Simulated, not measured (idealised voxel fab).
process module | voxel self aligned vias
cross-section cut | 215 nm wide | cells 5 nm
A cross-section is a grid of square cells, given in bands from the top down. A band is one or more rows of cells.
Each band's line starts with the height of the band's top and of its bottom, in nm. Then come its materials from left to right, each with its width in nm. One material with "throughout" fills the band from edge to edge. "air" is empty space.
Height 0 is the level under which the wafer as received is all one material. The lowest band goes on downwards, as in "0 down".
A width such as "30 to 40" changes by the same amount from each row of cells to the next, from the band's top row to its bottom row.
"no change" after a step means that no cell of the cross-section changed.
closed voids: empty space of 8 cells or more with no open way to the top, each as width x height at its distance from the left edge, in nm
after a step's settings: what the simulator itself notes on the step
overlay nm, on a step with a mask: how far to the right of its planned place the mask lay; to the left if negative
plan
1 op RECEIVE | material Si
2 op CONFORMAL_DEP | material SiO2 | thk nm 15
3 op CONFORMAL_DEP | material SiCN | thk nm 5
4 op DIRECTIONAL_DEP | material lowk | thk nm 30
5 op PATTERN | tone open | mask id LINES | material resist | width nm 30 | pitch nm 70 | thk nm 15 | overlay nm 0
6 op DIRECTIONAL_ETCH | etch materials lowk | depth nm 30
7 op STRIP | etch materials resist
8 op CONFORMAL_DEP | material TiN | thk nm 5
9 op FILL_DEP | material W | thk nm 10
10 op CMP | height nm 50
11 op SELECTIVE_ETCH | etch materials W Ru TiN | depth nm 5
12 op FILL_DEP | material SiN | thk nm 5
13 op CMP | height nm 50
14 op DIRECTIONAL_DEP | material lowk | thk nm 15
15 op MASKED_ETCH | tone open | mask id VIAS | width nm 50 | pitch nm 70 | etch materials lowk | depth nm 15 | overlay nm 0
16 op MASKED_ETCH | tone open | mask id VIAS | width nm 50 | pitch nm 70 | etch materials SiN | depth nm 5 | overlay nm 0
17 op CONFORMAL_DEP | material TiN | thk nm 5
18 op FILL_DEP | material W | thk nm 5
19 op CMP | height nm 65
20 op CONFORMAL_DEP | material SiCN | thk nm 5
as received, after step 1
  0 down: Si throughout
  closed voids: none
a wafer at the end: this start, this plan, one mistake
  70 to 65: SiCN throughout
  65 to 55: lowk 45 | TiN 5 | W 40 | TiN 5 | lowk 20 | TiN 5 | W 40 | TiN 5 | lowk 50
  55 to 50: lowk 45 | TiN 50 | lowk 20 | TiN 50 | lowk 50
  50 to 45: lowk 55 | SiO2 30 | lowk 40 | SiO2 30 | lowk 60
  45 to 25: lowk 55 | TiN 5 | W 20 | TiN 5 | lowk 40 | TiN 5 | W 20 | TiN 5 | lowk 60
  25 to 20: lowk 55 | TiN 30 | lowk 40 | TiN 30 | lowk 60
  20 to 15: SiCN throughout
  15 to 0: SiO2 throughout
  0 down: Si throughout
  closed voids: none
what went wrong: step 12 ran as: op FILL_DEP | material SiO2 | thk nm 5
